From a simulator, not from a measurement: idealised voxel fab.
process module | voxel local oxidation
cross-section cut | 185 nm wide | cells 5 nm
A cross-section is a grid of square cells, given in bands from the top down. A band is one or more rows of cells.
Each band's line starts with the height of the band's top and of its bottom, in nm. Then come its materials from left to right, each with its width in nm. One material with "throughout" fills the band from edge to edge. "air" is empty space.
Height 0 is the level under which the wafer as received is all one material. The lowest band goes on downwards, as in "0 down".
A width such as "30 to 40" changes by the same amount from each row of cells to the next, from the band's top row to its bottom row.
"no change" after a step means that no cell of the cross-section changed.
closed voids: empty space of 8 cells or more with no open way to the top, each as width x height at its distance from the left edge, in nm
after a step's settings: what the simulator itself notes on the step
overlay nm, on a step with a mask: how far to the right of its planned place the mask lay; to the left if negative
plan
1 op RECEIVE | material Si
2 op OXIDIZE | depth nm 5
3 op CONFORMAL_DEP | material SiN | thk nm 15
4 op PATTERN | tone cover | mask id ACTIVE | material resist | width nm 105 | thk nm 20 | overlay nm 0
5 op DIRECTIONAL_ETCH | etch materials SiN | depth nm 15
6 op STRIP | etch materials resist
7 op SELECTIVE_ETCH | etch materials SiO2 | depth nm 5
8 op OXIDIZE | depth nm 10
9 op STRIP | etch materials SiN
first wafer, as planned
as received, after step 1
  0 down: Si throughout
  closed voids: none
after step 2
  0 to -5: SiO2 throughout
  below -5: unchanged
after step 3
  15 to 0: SiN throughout
  below 0: unchanged
after step 4
  35 to 15: air 40 | resist 105 | air 40
  below 15: unchanged
after step 5
  35 to 15: air 40 | resist 105 | air 40
  15 to 0: air 40 | SiN 105 | air 40
  below 0: unchanged
after step 6
  15 to 0: air 40 | SiN 105 | air 40
  below 0: unchanged
after step 7
  15 to 0: air 40 | SiN 105 | air 40
  0 to -5: air 45 | SiO2 95 | air 45
  below -5: unchanged
after step 8
  15 to 0: air 40 | SiN 105 | air 40
  0 to -5: air 45 | SiO2 95 | air 45
  -5 to -15: SiO2 55 | Si 75 | SiO2 55
  below -15: unchanged
after step 9
  0 to -5: air 45 | SiO2 95 | air 45
  below -5: unchanged
second wafer: like start, like plan, one mistake. Through step 3 it matches the first wafer
when step 4 should have ended
  35 to 15: resist 40 | air 105 | resist 40
  below 15: unchanged
when step 5 should have ended
  35 to 15: resist 40 | air 105 | resist 40
  15 to 0: SiN 40 | air 105 | SiN 40
  below 0: unchanged
when step 6 should have ended
  15 to 0: SiN 40 | air 105 | SiN 40
  below 0: unchanged
when step 7 should have ended
  15 to 0: SiN 40 | air 105 | SiN 40
  0 to -5: SiO2 35 | air 115 | SiO2 35
  below -5: unchanged
when step 8 should have ended
  15 to 0: SiN 40 | air 105 | SiN 40
  0 to -5: SiO2 35 | air 115 | SiO2 35
  -5 to -15: Si 25 | SiO2 135 | Si 25
  below -15: unchanged
when step 9 should have ended
  0 to -5: SiO2 35 | air 115 | SiO2 35
  below -5: unchanged
what went wrong: step 4 ran as: op PATTERN | tone open | mask id ACTIVE | material resist | width nm 105 | thk nm 20 | overlay nm 0
at the end the second wafer has, in cells: 10 fewer of Si | 5 more of SiO2
